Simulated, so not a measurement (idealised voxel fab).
process module | voxel self aligned vias
cross-section cut | 185 nm wide | cells 5 nm
A cross-section is a grid of square cells, given in bands from the top down. A band is one or more rows of cells.
Each band's line starts with the height of the band's top and of its bottom, in nm. Then come its materials from left to right, each with its width in nm. One material with "throughout" fills the band from edge to edge. "air" is empty space.
Height 0 is the level under which the wafer as received is all one material. The lowest band goes on downwards, as in "0 down".
A width such as "30 to 40" changes by the same amount from each row of cells to the next, from the band's top row to its bottom row.
"no change" after a step means that no cell of the cross-section changed.
closed voids: empty space of 8 cells or more with no open way to the top, each as width x height at its distance from the left edge, in nm
after a step's settings: what the simulator itself notes on the step
overlay nm, on a step with a mask: how far to the right of its planned place the mask lay; to the left if negative
plan
1 op RECEIVE | material Si
2 op CONFORMAL_DEP | material SiO2 | thk nm 15
3 op CONFORMAL_DEP | material SiCN | thk nm 5
4 op DIRECTIONAL_DEP | material SiO2 | thk nm 20
5 op DIRECTIONAL_DEP | material aC | thk nm 15
6 op PATTERN | tone open | mask id LINES | material resist | width nm 20 | pitch nm 70 | thk nm 35 | overlay nm 0
7 op DIRECTIONAL_ETCH | etch materials aC | depth nm 15
8 op STRIP | etch materials resist
9 op DIRECTIONAL_ETCH | etch materials SiO2 | depth nm 20
10 op STRIP | etch materials aC
11 op CONFORMAL_DEP | material TiN | thk nm 5
12 op FILL_DEP | material W | thk nm 5
13 op CMP | height nm 40
14 op SELECTIVE_ETCH | etch materials W Ru TiN | depth nm 5
15 op FILL_DEP | material SiN | thk nm 5
16 op CMP | height nm 40
17 op DIRECTIONAL_DEP | material SiO2 | thk nm 20
18 op DIRECTIONAL_DEP | material aC | thk nm 15
19 op PATTERN | tone open | mask id VIAS | material resist | width nm 40 | thk nm 30 | overlay nm 0
20 op DIRECTIONAL_ETCH | etch materials aC | depth nm 15
21 op STRIP | etch materials resist
22 op DIRECTIONAL_ETCH | etch materials SiO2 | depth nm 20
23 op DIRECTIONAL_ETCH | etch materials SiN | depth nm 5
24 op STRIP | etch materials aC
25 op CONFORMAL_DEP | material TiN | thk nm 5
26 op FILL_DEP | material Cu | thk nm 5
27 op CMP | height nm 60
28 op CONFORMAL_DEP | material SiCN | thk nm 5
as received, after step 1
  0 down: Si throughout
  closed voids: none
a wafer at the end: this start, this plan, one mistake
  65 to 60: SiCN throughout
  60 to 45: Cu 30 | TiN 5 | SiO2 40 | TiN 5 | Cu 105
  45 to 40: TiN 35 | SiO2 40 | TiN 45 | Cu 10 | TiN 55
  40 to 35: SiO2 45 | SiN 20 | SiO2 50 | TiN 20 | SiO2 50
  35 to 25: SiO2 45 | TiN 5 | W 10 | TiN 5 | SiO2 50 | TiN 5 | W 10 | TiN 5 | SiO2 50
  25 to 20: SiO2 45 | TiN 20 | SiO2 50 | TiN 20 | SiO2 50
  20 to 15: SiCN throughout
  15 to 0: SiO2 throughout
  0 down: Si throughout
  closed voids: none
what went wrong: step 19 ran as: op PATTERN | tone cover | mask id VIAS | material resist | width nm 40 | thk nm 30 | overlay nm 0
